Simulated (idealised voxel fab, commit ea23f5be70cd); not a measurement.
Process module, titled voxel self aligned contacts
Square cells of 5 nm make up the cross-section cut, whose width is 185 nm.
If you're reading a cross-section in this doc, picture square cells in a grid; it comes to you as bands, top ones listed first down to the bottom, and a band can be one or more rows of cells.
The band entry comprises the height of the band's top followed by the height of its bottom, expressed in nm, and subsequently the band's materials from left to right, each stated together with its width in nm. Where a single material is marked with the word "everywhere", that material fills the band from edge to edge. The word "empty" represents empty space.
Heights are measured from 0, the level below which the as-received wafer is all one material; the lowest band has no bottom and continues downward, written as in "0..down".
The notation "30->40" denotes a width that varies across the rows of cells in the band, beginning at the first number in the top row, finishing at the second number in the bottom row, and changing by an identical amount from each row to the next.
It should be understood that the words "nothing altered", when stated for a given step, signify that the cross-section underwent no change in any of its cells during that step.
Listed closed voids: empty space of 8 cells or more with no open way to the top, each as width x height at its distance from the left edge, in nm
Formally, on a step line, whatever follows the settings is a remark that the simulator itself makes on the step.
The setting "overlay nm" may be written on the line of a step. When the step uses a mask, the value reports how far to the right of the planned place the mask lay, and a negative value reports that it lay to the left.

THE PROCESS STEPS THAT WERE PLANNED ARE LISTED BELOW
step 1: RECEIVE, material Si
step 2: CONFORMAL_DEP, material SiO2, thk nm 5
step 3: DIRECTIONAL_DEP, material polySi, thk nm 20
step 4: DIRECTIONAL_DEP, material SiN, thk nm 15
step 5: DIRECTIONAL_DEP, material aC, thk nm 10
step 6: PATTERN, tone cover, mask id GATE, material resist, width nm 20, pitch nm 65, thk nm 30, overlay nm 0
step 7: DIRECTIONAL_ETCH, etch materials aC, depth nm 10
step 8: STRIP, etch materials resist
step 9: DIRECTIONAL_ETCH, etch materials SiN, depth nm 15
step 10: DIRECTIONAL_ETCH, etch materials polySi, depth nm 20
step 11: STRIP, etch materials aC
step 12: CONFORMAL_DEP, material SiN, thk nm 5
step 13: DIRECTIONAL_ETCH, etch materials SiN, depth nm 5
step 14: FILL_DEP, material SiO2, thk nm 15
step 15: CMP, height nm 45
step 16: DIRECTIONAL_DEP, material aC, thk nm 15
step 17: PATTERN, tone open, mask id CONTACT, material resist, width nm 45, thk nm 30, overlay nm 0
step 18: DIRECTIONAL_ETCH, etch materials aC, depth nm 15
step 19: STRIP, etch materials resist
step 20: DIRECTIONAL_ETCH, etch materials SiO2, depth nm 45
step 21: STRIP, etch materials aC
step 22: CONFORMAL_DEP, material TiN, thk nm 5
step 23: FILL_DEP, material W, thk nm 10
step 24: CMP, height nm 45
step 25: CONFORMAL_DEP, material SiCN, thk nm 5
Every wafer here starts from the same state; it is the step 6 width nm that distinguishes them, and the value the plan gives belongs to the first wafer.

THE FIRST OF SEVERAL WAFERS, AS RECEIVED AFTER STEP 1, SEEN IN SECTION
  0..down = Si everywhere
  Listed closed voids: none

THE FOLLOWING TABLE CONTAINS A ROW PER WAFER, IN WHICH ARE REPORTED, AT THE CONCLUSION OF THE MODULE, THE CELLS OF EACH MATERIAL GAINED (+) OR LOST (-) SINCE THE WAFER'S RECEIPT, WITH ITS CLOSED VOIDS GIVEN THEREAFTER
width nm 20; +37 SiCN; +52 SiN; +184 SiO2; +25 TiN; +40 W; +32 polySi; Listed closed voids: none
width nm 25; +37 SiCN; +58 SiN; +178 SiO2; +25 TiN; +32 W; +40 polySi; Listed closed voids: none
width nm 30; +37 SiCN; +64 SiN; +172 SiO2; +25 TiN; +24 W; +48 polySi; Listed closed voids: none
width nm 35; +37 SiCN; +70 SiN; +166 SiO2; +25 TiN; +16 W; +56 polySi; Listed closed voids: none
width nm 40; +37 SiCN; +76 SiN; +160 SiO2; +25 TiN; +8 W; +64 polySi; Listed closed voids: none
width nm 45; +37 SiCN; +82 SiN; +154 SiO2; +25 TiN; +72 polySi; Listed closed voids: none
